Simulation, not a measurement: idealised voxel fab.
Presented below is a process module, voxel transistor to metal.
Displayed cross-section: cut, width of 210 nm, square cells sized 5 nm.
Heads up, the way a cross-section reads in here is a grid of square cells, handed over as bands from the top down, with every band being one or more rows of cells. Top, bottom (nm), then materials left to right with widths (nm); lone material tagged "all across" fills the whole band edge to edge; "blank" = empty space. Below 0: as-received wafer, all one material; heights counted from there. Lowest band: no bottom, goes on down, written "0..down". A two-number width, for instance "30..40", indicates that the width is equal to the first number in the top row of the band and to the second number in the bottom row, and that it changes by a constant amount per row of cells. Reading "stayed the same" for a step: not a cell of the cross-section changed in it. In the "Entrapped voids" entry, you get each enclosed empty space of 8 cells or more, one with no open way to the top, written width x height at distance, distance from the left edge, in nm. It should be noted that, on the line of a given step, the content following the step's settings is a remark produced by the simulator itself with respect to that step. You can add "overlay nm" to a step's line. For a step with a mask, it describes how far the mask lay to the right of its planned position, and a negative number describes a lay to the left.

Planned process steps:
1) RECEIVE with material Si
2) CONFORMAL_DEP with material SiO2, thk nm 5
3) CONFORMAL_DEP with material SiN, thk nm 10
4) MASKED_ETCH with tone cover, mask id ACTIVE, width nm 110, etch materials SiN, depth nm 10, overlay nm 0
5) MASKED_ETCH with tone cover, mask id ACTIVE, width nm 110, etch materials SiO2, depth nm 5, overlay nm 0
6) MASKED_ETCH with tone cover, mask id ACTIVE, width nm 110, etch materials Si, depth nm 25, overlay nm 0
7) FILL_DEP with material SiO2, thk nm 10
8) CMP with height nm 15
9) SELECTIVE_ETCH with etch materials SiO2, depth nm 5
10) STRIP with etch materials SiN
11) SELECTIVE_ETCH with etch materials SiO2, depth nm 5
12) OXIDIZE with depth nm 5
13) DIRECTIONAL_DEP with material polySi, thk nm 25
14) DIRECTIONAL_DEP with material SiCN, thk nm 15
15) MASKED_ETCH with tone cover, mask id GATE, width nm 30, etch materials SiCN, depth nm 25, overlay nm 0
16) MASKED_ETCH with tone cover, mask id GATE, width nm 30, etch materials polySi, depth nm 35, overlay nm 0
17) CONFORMAL_DEP with material SiN, thk nm 5
18) DIRECTIONAL_ETCH with etch materials SiN, depth nm 5
19) DIRECTIONAL_ETCH with etch materials SiO2, depth nm 5
20) DIRECTIONAL_ETCH with etch materials Si, depth nm 15
21) EPI with material pSi, thk nm 15
22) FILL_DEP with material SiO2, thk nm 5
23) CMP with height nm 25
24) STRIP with etch materials polySi
25) SELECTIVE_ETCH with etch materials SiO2, depth nm 5
26) CONFORMAL_DEP with material HfO2, thk nm 5
27) CONFORMAL_DEP with material TiN, thk nm 5
28) FILL_DEP with material W, thk nm 5
29) CMP with height nm 20
30) DIRECTIONAL_DEP with material SiO2, thk nm 15
31) DIRECTIONAL_DEP with material aC, thk nm 15
32) PATTERN with tone open, mask id CONTACT, material resist, width nm 15, pitch nm 75, thk nm 35, overlay nm 0
33) DIRECTIONAL_ETCH with etch materials aC, depth nm 15
34) STRIP with etch materials resist
35) DIRECTIONAL_ETCH with etch materials SiO2, depth nm 40
36) STRIP with etch materials aC
37) CONFORMAL_DEP with material TiN, thk nm 5
38) FILL_DEP with material Ru, thk nm 10
39) CMP with height nm 35
40) CONFORMAL_DEP with material SiCN, thk nm 5
41) DIRECTIONAL_DEP with material lowk, thk nm 25
42) MASKED_ETCH with tone open, mask id METAL_1, width nm 15, pitch nm 75, etch materials lowk, depth nm 25, overlay nm -15
43) MASKED_ETCH with tone open, mask id METAL_1, width nm 15, pitch nm 75, etch materials SiCN, depth nm 5, overlay nm 0
44) CONFORMAL_DEP with material TiN, thk nm 5
45) FILL_DEP with material Cu, thk nm 10
46) CMP with height nm 65
47) CONFORMAL_DEP with material SiN, thk nm 5
Quick note for whoever runs this: the wafers start identical, but the overlay nm at step 42 isn't the same across them. The plan just shows what the first wafer had.

Cross-section of the first incoming wafer of several, state after step 1:
    0..down = Si all across
    Entrapped voids: none

Below: a row per wafer. Contents at end of module: for every material, cells gained since receipt (+) or lost since receipt (-); then closed voids:
overlay nm -15, +8 Cu, +16 HfO2, +8 Ru, -164 Si, +42 SiCN, +52 SiN, +314 SiO2, +66 TiN, +6 W, +180 lowk, +60 pSi, Entrapped voids: none
overlay nm -10, +8 Cu, +16 HfO2, +8 Ru, -164 Si, +40 SiCN, +52 SiN, +314 SiO2, +68 TiN, +6 W, +180 lowk, +60 pSi, Entrapped voids: none
overlay nm -5, +8 Cu, +16 HfO2, +8 Ru, -164 Si, +38 SiCN, +52 SiN, +314 SiO2, +70 TiN, +6 W, +180 lowk, +60 pSi, Entrapped voids: none
overlay nm 0, +10 Cu, +16 HfO2, +8 Ru, -164 Si, +36 SiCN, +52 SiN, +314 SiO2, +70 TiN, +6 W, +180 lowk, +60 pSi, Entrapped voids: none
overlay nm 5, +8 Cu, +16 HfO2, +8 Ru, -164 Si, +38 SiCN, +52 SiN, +314 SiO2, +70 TiN, +6 W, +180 lowk, +60 pSi, Entrapped voids: none
overlay nm 10, +8 Cu, +16 HfO2, +8 Ru, -164 Si, +40 SiCN, +52 SiN, +314 SiO2, +68 TiN, +6 W, +180 lowk, +60 pSi, Entrapped voids: none
overlay nm 15, +8 Cu, +16 HfO2, +8 Ru, -164 Si, +42 SiCN, +52 SiN, +314 SiO2, +66 TiN, +6 W, +180 lowk, +60 pSi, Entrapped voids: none
